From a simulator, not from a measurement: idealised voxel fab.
process module | voxel self aligned vias
cross-section cut | 175 nm wide | cells 5 nm
A cross-section is a grid of square cells, given in bands from the top down. A band is one or more rows of cells.
Each band's line starts with the height of the band's top and of its bottom, in nm. Then come its materials from left to right, each with its width in nm. One material with "throughout" fills the band from edge to edge. "air" is empty space.
Height 0 is the level under which the wafer as received is all one material. The lowest band goes on downwards, as in "0 down".
A width such as "30 to 40" changes by the same amount from each row of cells to the next, from the band's top row to its bottom row.
"no change" after a step means that no cell of the cross-section changed.
closed voids: empty space of 8 cells or more with no open way to the top, each as width x height at its distance from the left edge, in nm
after a step's settings: what the simulator itself notes on the step
overlay nm, on a step with a mask: how far to the right of its planned place the mask lay; to the left if negative
plan
1 op RECEIVE | material Si
2 op CONFORMAL_DEP | material SiO2 | thk nm 10
3 op CONFORMAL_DEP | material SiCN | thk nm 5
4 op DIRECTIONAL_DEP | material lowk | thk nm 30
5 op PATTERN | tone open | mask id LINES | material resist | width nm 30 | pitch nm 65 | thk nm 15 | overlay nm 0
6 op DIRECTIONAL_ETCH | etch materials lowk | depth nm 30
7 op STRIP | etch materials resist
8 op CONFORMAL_DEP | material TiN | thk nm 5
9 op FILL_DEP | material W | thk nm 10
10 op CMP | height nm 45
11 op SELECTIVE_ETCH | etch materials W Ru TiN | depth nm 10
12 op FILL_DEP | material SiN | thk nm 5
13 op CMP | height nm 45
14 op DIRECTIONAL_DEP | material lowk | thk nm 20
15 op PATTERN | tone open | mask id VIAS | material resist | width nm 40 | thk nm 20 | overlay nm 0
16 op DIRECTIONAL_ETCH | etch materials lowk | depth nm 20
17 op DIRECTIONAL_ETCH | etch materials SiN | depth nm 10
18 op STRIP | etch materials resist
19 op CONFORMAL_DEP | material TiN | thk nm 5
20 op FILL_DEP | material Cu | thk nm 10
21 op CMP | height nm 65
22 op CONFORMAL_DEP | material SiN | thk nm 5
first wafer, as planned
as received, after step 1
  0 down: Si throughout
  closed voids: none
after step 2
  10 to 0: SiO2 throughout
  below 0: unchanged
after step 3
  15 to 10: SiCN throughout
  below 10: unchanged
after step 4
  45 to 15: lowk throughout
  below 15: unchanged
after step 5
  60 to 45: resist 40 | air 30 | resist 35 | air 30 | resist 40
  below 45: unchanged
after step 6
  60 to 45: resist 40 | air 30 | resist 35 | air 30 | resist 40
  45 to 15: lowk 40 | air 30 | lowk 35 | air 30 | lowk 40
  below 15: unchanged
after step 7
  45 to 15: lowk 40 | air 30 | lowk 35 | air 30 | lowk 40
  below 15: unchanged
after step 8
  50 to 45: TiN 45 | air 20 | TiN 45 | air 20 | TiN 45
  45 to 20: lowk 40 | TiN 5 | air 20 | TiN 5 | lowk 35 | TiN 5 | air 20 | TiN 5 | lowk 40
  20 to 15: lowk 40 | TiN 30 | lowk 35 | TiN 30 | lowk 40
  below 15: unchanged
after step 9
  60 to 50: W throughout
  50 to 45: TiN 45 | W 20 | TiN 45 | W 20 | TiN 45
  45 to 20: lowk 40 | TiN 5 | W 20 | TiN 5 | lowk 35 | TiN 5 | W 20 | TiN 5 | lowk 40
  below 20: unchanged
after step 10
  45 to 20: lowk 40 | TiN 5 | W 20 | TiN 5 | lowk 35 | TiN 5 | W 20 | TiN 5 | lowk 40
  below 20: unchanged
after step 11
  45 to 35: lowk 40 | air 30 | lowk 35 | air 30 | lowk 40
  below 35: unchanged
after step 12
  50 to 45: SiN throughout
  45 to 35: lowk 40 | SiN 30 | lowk 35 | SiN 30 | lowk 40
  below 35: unchanged
after step 13
  45 to 35: lowk 40 | SiN 30 | lowk 35 | SiN 30 | lowk 40
  below 35: unchanged
after step 14
  65 to 45: lowk throughout
  below 45: unchanged
after step 15
  85 to 65: resist 35 | air 40 | resist 100
  below 65: unchanged
after step 16
  85 to 65: resist 35 | air 40 | resist 100
  65 to 45: lowk 35 | air 40 | lowk 100
  below 45: unchanged
after step 17
  85 to 65: resist 35 | air 40 | resist 100
  65 to 45: lowk 35 | air 40 | lowk 100
  45 to 35: lowk 40 | air 30 | lowk 35 | SiN 30 | lowk 40
  below 35: unchanged
after step 18
  65 to 45: lowk 35 | air 40 | lowk 100
  below 45: unchanged
after step 19
  70 to 65: TiN 40 | air 30 | TiN 105
  65 to 50: lowk 35 | TiN 5 | air 30 | TiN 5 | lowk 100
  50 to 45: lowk 35 | TiN 10 | air 20 | TiN 10 | lowk 100
  45 to 40: lowk 40 | TiN 5 | air 20 | TiN 5 | lowk 35 | SiN 30 | lowk 40
  40 to 35: lowk 40 | TiN 30 | lowk 35 | SiN 30 | lowk 40
  below 35: unchanged
after step 20
  80 to 70: Cu throughout
  70 to 65: TiN 40 | Cu 30 | TiN 105
  65 to 50: lowk 35 | TiN 5 | Cu 30 | TiN 5 | lowk 100
  50 to 45: lowk 35 | TiN 10 | Cu 20 | TiN 10 | lowk 100
  45 to 40: lowk 40 | TiN 5 | Cu 20 | TiN 5 | lowk 35 | SiN 30 | lowk 40
  below 40: unchanged
after step 21
  65 to 50: lowk 35 | TiN 5 | Cu 30 | TiN 5 | lowk 100
  below 50: unchanged
after step 22
  70 to 65: SiN throughout
  below 65: unchanged
second wafer: like start, like plan, one mistake. Through step 10 it matches the first wafer
when step 11 should have ended
  45 to 30: lowk 40 | air 30 | lowk 35 | air 30 | lowk 40
  below 30: unchanged
when step 12 should have ended
  50 to 45: SiN throughout
  45 to 30: lowk 40 | SiN 30 | lowk 35 | SiN 30 | lowk 40
  below 30: unchanged
when step 13 should have ended
  45 to 30: lowk 40 | SiN 30 | lowk 35 | SiN 30 | lowk 40
  below 30: unchanged
when step 14 should have ended
  65 to 45: lowk throughout
  below 45: unchanged
when step 15 should have ended
  85 to 65: resist 35 | air 40 | resist 100
  below 65: unchanged
when step 16 should have ended
  85 to 65: resist 35 | air 40 | resist 100
  65 to 45: lowk 35 | air 40 | lowk 100
  below 45: unchanged
when step 17 should have ended
  85 to 65: resist 35 | air 40 | resist 100
  65 to 45: lowk 35 | air 40 | lowk 100
  45 to 35: lowk 40 | air 30 | lowk 35 | SiN 30 | lowk 40
  below 35: unchanged
when step 18 should have ended
  65 to 45: lowk 35 | air 40 | lowk 100
  below 45: unchanged
when step 19 should have ended
  70 to 65: TiN 40 | air 30 | TiN 105
  65 to 50: lowk 35 | TiN 5 | air 30 | TiN 5 | lowk 100
  50 to 45: lowk 35 | TiN 10 | air 20 | TiN 10 | lowk 100
  45 to 40: lowk 40 | TiN 5 | air 20 | TiN 5 | lowk 35 | SiN 30 | lowk 40
  40 to 35: lowk 40 | TiN 30 | lowk 35 | SiN 30 | lowk 40
  below 35: unchanged
when step 20 should have ended
  80 to 70: Cu throughout
  70 to 65: TiN 40 | Cu 30 | TiN 105
  65 to 50: lowk 35 | TiN 5 | Cu 30 | TiN 5 | lowk 100
  50 to 45: lowk 35 | TiN 10 | Cu 20 | TiN 10 | lowk 100
  45 to 40: lowk 40 | TiN 5 | Cu 20 | TiN 5 | lowk 35 | SiN 30 | lowk 40
  below 40: unchanged
when step 21 should have ended
  65 to 50: lowk 35 | TiN 5 | Cu 30 | TiN 5 | lowk 100
  below 50: unchanged
when step 22 should have ended
  70 to 65: SiN throughout
  below 65: unchanged
what went wrong: step 11 ran as: op SELECTIVE_ETCH | etch materials W Ru TiN | depth nm 15
at the end the second wafer has, in cells: 12 more of SiN | 4 fewer of TiN | 8 fewer of W
